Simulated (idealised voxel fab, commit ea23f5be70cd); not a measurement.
This section sets out a process module, namely voxel capacitor over wiring.
Square cell edge 5 nm, section width 215 nm, ID cut.
In what follows, cross-sections appear as grids of square cells, described through bands that run from the top down, where every band is one or more rows of cells.
Quick guide to a band line: top height, bottom height (nm) up front; then every material left to right with its width in nm. Only one material and it's marked "everywhere"? Then it fills the band edge to edge. And "empty" just means empty space.
Beneath 0, the wafer as received is one material, and that level is where height counting begins. The lowest band goes on downward without a bottom; it is written like "0 nm and below".
Top row gets the first number, bottom row gets the second, and each row in between changes by the same step: that is how a band width like "30->40" works.
A step reported as "no change" is a step in which no cell of the cross-section changed.
Heads up: "Trapped void list" only lists the empty pockets with no open path to the top that are 8 cells or more, and it writes them as width x height at distance, distance from the left edge, in nm.
Whatever follows a step's settings on its line is a remark the simulator itself makes about that step.
"overlay nm" on a masked step: distance the mask lay right of its planned place, negative for left.
Planned step list for the process
| 1 | RECEIVE | material Si |
| 2 | CONFORMAL_DEP | material SiO2 | thk nm 15 |
| 3 | DIRECTIONAL_DEP | material TiN | thk nm 5 |
| 4 | DIRECTIONAL_DEP | material W | thk nm 20 |
| 5 | MASKED_ETCH | tone cover | mask id METAL_1 | width nm 20 | pitch nm 90 | etch materials W | depth nm 20 | overlay nm 0 |
| 6 | MASKED_ETCH | tone cover | mask id METAL_1 | width nm 20 | pitch nm 90 | etch materials TiN | depth nm 5 | overlay nm 0 |
| 7 | FILL_DEP | material SiO2 | thk nm 10 |
| 8 | CMP | height nm 40 |
| 9 | CONFORMAL_DEP | material SiCN | thk nm 5 |
| 10 | DIRECTIONAL_DEP | material SiO2 | thk nm 15 |
| 11 | MASKED_ETCH | tone open | mask id PLUG_1 | width nm 15 | etch materials SiO2 | depth nm 5 | overlay nm 0 |
| 12 | MASKED_ETCH | tone open | mask id PLUG_1 | width nm 15 | etch materials SiCN | depth nm 5 | overlay nm 0 |
| 13 | CONFORMAL_DEP | material TiN | thk nm 5 |
| 14 | FILL_DEP | material Ru | thk nm 5 |
| 15 | CMP | height nm 60 |
| 16 | DIRECTIONAL_DEP | material TiN | thk nm 5 |
| 17 | DIRECTIONAL_DEP | material HfO2 | thk nm 5 |
| 18 | DIRECTIONAL_DEP | material TiN | thk nm 5 |
| 19 | PATTERN | tone cover | mask id UPPER_PLATE | material resist | width nm 75 | thk nm 20 | overlay nm 0 |
| 20 | DIRECTIONAL_ETCH | etch materials TiN | depth nm 5 |
| 21 | DIRECTIONAL_ETCH | etch materials HfO2 | depth nm 5 |
| 22 | STRIP | etch materials resist |
| 23 | MASKED_ETCH | tone cover | mask id LOWER_PLATE | width nm 85 | etch materials TiN | depth nm 5 | overlay nm 0 |
| 24 | FILL_DEP | material SiO2 | thk nm 15 |
| 25 | CMP | height nm 85 |
| 26 | MASKED_ETCH | tone open | mask id PLUG_2 | width nm 15 | etch materials SiO2 | depth nm 10 | overlay nm 0 |
| 27 | CONFORMAL_DEP | material TiN | thk nm 5 |
| 28 | FILL_DEP | material W | thk nm 10 |
| 29 | CMP | height nm 85 |
| 30 | CONFORMAL_DEP | material SiN | thk nm 5 |
The plan shows the depth nm of step 11 as the first wafer had it; this setting differs between the wafers, which start out alike.
Cross-section of the first incoming wafer of several, state after step 1
0 nm and below = Si everywhere
Trapped void list: none
First of several wafers in cross-section at module end, following the final step, step 30
90 nm to 85 nm = SiN everywhere
85 nm to 80 nm = SiO2 65  TiN 5  W 5  TiN 5  SiO2 135
80 nm to 70 nm = SiO2 65->55  TiN 15->75  SiO2 135->85
70 nm to 65 nm = SiO2 55  HfO2 75  SiO2 85
65 nm to 55 nm = SiO2 50->55  TiN 85->15  SiO2 80->145
55 nm to 45 nm = SiO2 everywhere
45 nm to 40 nm = SiCN everywhere
40 nm to 20 nm = SiO2 50  W 20  SiO2 70  W 20  SiO2 55
20 nm to 15 nm = SiO2 50  TiN 20  SiO2 70  TiN 20  SiO2 55
15 nm to 0 nm = SiO2 everywhere
0 nm and below = Si everywhere
Trapped void list: none
End of module: cross-section, last of several wafers
90 nm to 85 nm = SiN everywhere
85 nm to 80 nm = SiO2 65  TiN 5  W 5  TiN 5  SiO2 135
80 nm to 70 nm = SiO2 65->55  TiN 15->75  SiO2 135->85
70 nm to 65 nm = SiO2 55  HfO2 75  SiO2 85
65 nm to 60 nm = SiO2 50  TiN 85  SiO2 80
60 nm to 45 nm = SiO2 55  TiN 5  Ru 5  TiN 5  SiO2 145
45 nm to 40 nm = SiCN 55  TiN 15  SiCN 145
40 nm to 20 nm = SiO2 50  W 20  SiO2 70  W 20  SiO2 55
20 nm to 15 nm = SiO2 50  TiN 20  SiO2 70  TiN 20  SiO2 55
15 nm to 0 nm = SiO2 everywhere
0 nm and below = Si everywhere
Trapped void list: none
Per-wafer rows below. For each material: cells gained (+) or lost (-) since the wafer was received, as of end of module. Then: closed voids
depth nm 5; +15 HfO2; +43 SiCN; +43 SiN; +592 SiO2; +48 TiN; +33 W; Trapped void list: none
depth nm 10; +15 HfO2; +1 Ru; +43 SiCN; +43 SiN; +589 SiO2; +50 TiN; +33 W; Trapped void list: none
depth nm 15; +15 HfO2; +3 Ru; +40 SiCN; +43 SiN; +586 SiO2; +54 TiN; +33 W; Trapped void list: none
depth nm 20; +15 HfO2; +3 Ru; +40 SiCN; +43 SiN; +586 SiO2; +54 TiN; +33 W; Trapped void list: none
depth nm 25; +15 HfO2; +3 Ru; +40 SiCN; +43 SiN; +586 SiO2; +54 TiN; +33 W; Trapped void list: none
depth nm 30; +15 HfO2; +3 Ru; +40 SiCN; +43 SiN; +586 SiO2; +54 TiN; +33 W; Trapped void list: none
